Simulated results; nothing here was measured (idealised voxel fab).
Documented hereafter: the process module known as voxel released beams.
Square cell edge 5 nm, section width 290 nm, ID cut.
A cross-section in this document is a grid of square cells, and it is written down as bands, the top band listed before the ones below it; a band is made up of one or more rows of cells.
Look at the band entry: it leads with the top's height and the bottom's height in nm. Then it lists the materials left to right, with a width in nm for each. The word "everywhere" on a single material says that material fills the band edge to edge. The word "air" is empty space.
Beneath 0, the wafer as received is one material, and that level is where height counting begins. The lowest band goes on downward without a bottom; it is written like "0 nm and below".
The two numbers in a width such as "30..40" mark its ends across the band: the first belongs to the top row of cells, the second to the bottom row, and from each row to the next the width moves by the same amount.
Any step labelled "no change" changed none of the cells in the cross-section.
This entry, "Closed cavity list", enumerates those empty regions of no fewer than 8 cells that possess no open connection to the top. Each region is reported in the form width x height at distance, the distance being taken from the left edge, with all three quantities expressed in nm.
Anything after a step's settings on that line? It's the simulator's own note about the step.
overlay nm: mask right of planned place by this much (step with mask). Neg. = left.

Set out below are the planned steps of the process
1. RECEIVE, material Si
2. CONFORMAL_DEP, material SiN, thk nm 5
3. DIRECTIONAL_DEP, material SiO2, thk nm 10
4. MASKED_ETCH, tone open, mask id ANCHOR, width nm 30, etch materials SiO2, depth nm 10, overlay nm 0
5. CONFORMAL_DEP, material TiN, thk nm 10
6. MASKED_ETCH, tone cover, mask id BEAM, width nm 100, etch materials TiN, depth nm 10, overlay nm 0
7. STRIP, etch materials SiO2

The cross-section here shows the wafer as received, i.e. in its state after step 1
	0 nm and below  Si everywhere
	Closed cavity list: none

What the wafer looks like in cross-section after this module, when it starts as shown above and follows the plan above but one mistake is made in running it
	25 nm to 15 nm  90 nm air / 100 nm TiN / 100 nm air
	15 nm to 10 nm  SiN everywhere
	10 nm to 0 nm  SiO2 everywhere
	0 nm and below  Si everywhere
	Closed cavity list: none
Deviation from plan: steps 2 and 3 of the plan were run in the wrong order, each in the other's place
